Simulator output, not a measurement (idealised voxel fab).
The following process module bears the name voxel capacitor over wiring.
Cross-sectional view cut (width: 180 nm; square cell size: 5 nm).
If you're reading a cross-section in this doc, picture square cells in a grid; it comes to you as bands, top ones listed first down to the bottom, and a band can be one or more rows of cells.
Look at the band entry: it leads with the top's height and the bottom's height in nm. Then it lists the materials left to right, with a width in nm for each. The word "everywhere" on a single material says that material fills the band edge to edge. The word "air" is empty space.
It should be noted that heights are counted from 0, beneath which the wafer as supplied is of one material throughout, and that the lowest band possesses no lower boundary but continues downward, as written in "0 -> down".
Per-row width for "30 to 40": begins at first number (top row of band), ends at second number (bottom row), increment between rows held constant.
A step reported as "nothing different" is a step in which no cell of the cross-section changed.
Empty spaces counting at least 8 cells and having no open way to the top are listed in "Closed internal cavities". The notation width x height at distance is used for each, the distance being from the left edge and all three values in nm.
The remark found on a step's line after its settings is issued by the simulator itself and pertains to that step.
"overlay nm", when on a step's line for a step with a mask, measures how far to the right of its planned place the mask lay; a negative measure means to the left.

-- Process steps foreseen in the plan
1) RECEIVE [material Si]
2) CONFORMAL_DEP [material SiO2] [thk nm 15]
3) CONFORMAL_DEP [material SiN] [thk nm 5]
4) DIRECTIONAL_DEP [material lowk] [thk nm 15]
5) PATTERN [tone open] [mask id METAL_1] [material resist] [width nm 30] [pitch nm 85] [thk nm 20] [overlay nm -15]
6) DIRECTIONAL_ETCH [etch materials lowk] [depth nm 15]
7) DIRECTIONAL_ETCH [etch materials SiN] [depth nm 5]
8) STRIP [etch materials resist]
9) CONFORMAL_DEP [material TiN] [thk nm 5]
10) FILL_DEP [material Ru] [thk nm 10]
11) CMP [height nm 35]
12) CONFORMAL_DEP [material SiCN] [thk nm 5]
13) DIRECTIONAL_DEP [material lowk] [thk nm 15]
14) DIRECTIONAL_DEP [material aC] [thk nm 10]
15) PATTERN [tone open] [mask id PLUG_1] [material resist] [width nm 15] [thk nm 25] [overlay nm 0]
16) DIRECTIONAL_ETCH [etch materials aC] [depth nm 10]
17) STRIP [etch materials resist]
18) DIRECTIONAL_ETCH [etch materials lowk] [depth nm 15]
19) DIRECTIONAL_ETCH [etch materials SiCN] [depth nm 5]
20) STRIP [etch materials aC]
21) CONFORMAL_DEP [material TiN] [thk nm 5]
22) FILL_DEP [material W] [thk nm 10]
23) CMP [height nm 55]
24) DIRECTIONAL_DEP [material TiN] [thk nm 5]
25) DIRECTIONAL_DEP [material Al2O3] [thk nm 5]
26) DIRECTIONAL_DEP [material TiN] [thk nm 10]
27) PATTERN [tone cover] [mask id UPPER_PLATE] [material resist] [width nm 60] [thk nm 15] [overlay nm 0]
28) DIRECTIONAL_ETCH [etch materials TiN] [depth nm 10]
29) DIRECTIONAL_ETCH [etch materials Al2O3] [depth nm 5]
30) STRIP [etch materials resist]
31) MASKED_ETCH [tone cover] [mask id LOWER_PLATE] [width nm 70] [etch materials TiN] [depth nm 5] [overlay nm 0]
32) FILL_DEP [material SiO2] [thk nm 20]
33) CMP [height nm 90]
34) MASKED_ETCH [tone open] [mask id PLUG_2] [width nm 15] [etch materials SiO2] [depth nm 15] [overlay nm 0]
35) CONFORMAL_DEP [material TiN] [thk nm 5]
36) FILL_DEP [material W] [thk nm 10]
37) CMP [height nm 90]
38) CONFORMAL_DEP [material SiN] [thk nm 5]
Same starting wafers, different overlay nm at step 5. Plan value belongs to the first wafer.

-- First wafer of several, as received: cross-section after step 1
    0 -> down = Si everywhere
    Closed internal cavities: none

-- Table: wafers, a row each; end-of-module cell change per material since receipt, gain (+), loss (-); then closed voids
overlay nm -15; +12 Al2O3; +24 Ru; +33 SiCN; +60 SiN; +301 SiO2; +78 TiN; +5 W; +171 lowk; Closed internal cavities: none
overlay nm -10; +12 Al2O3; +24 Ru; +33 SiCN; +60 SiN; +301 SiO2; +78 TiN; +5 W; +171 lowk; Closed internal cavities: none
overlay nm -5; +12 Al2O3; +24 Ru; +33 SiCN; +60 SiN; +301 SiO2; +78 TiN; +5 W; +171 lowk; Closed internal cavities: none
overlay nm 0; +12 Al2O3; +24 Ru; +33 SiCN; +60 SiN; +301 SiO2; +78 TiN; +5 W; +171 lowk; Closed internal cavities: none
overlay nm 5; +12 Al2O3; +24 Ru; +33 SiCN; +60 SiN; +301 SiO2; +78 TiN; +5 W; +171 lowk; Closed internal cavities: none
overlay nm 10; +12 Al2O3; +24 Ru; +33 SiCN; +60 SiN; +301 SiO2; +78 TiN; +5 W; +171 lowk; Closed internal cavities: none
overlay nm 15; +12 Al2O3; +24 Ru; +33 SiCN; +60 SiN; +301 SiO2; +78 TiN; +5 W; +171 lowk; Closed internal cavities: none
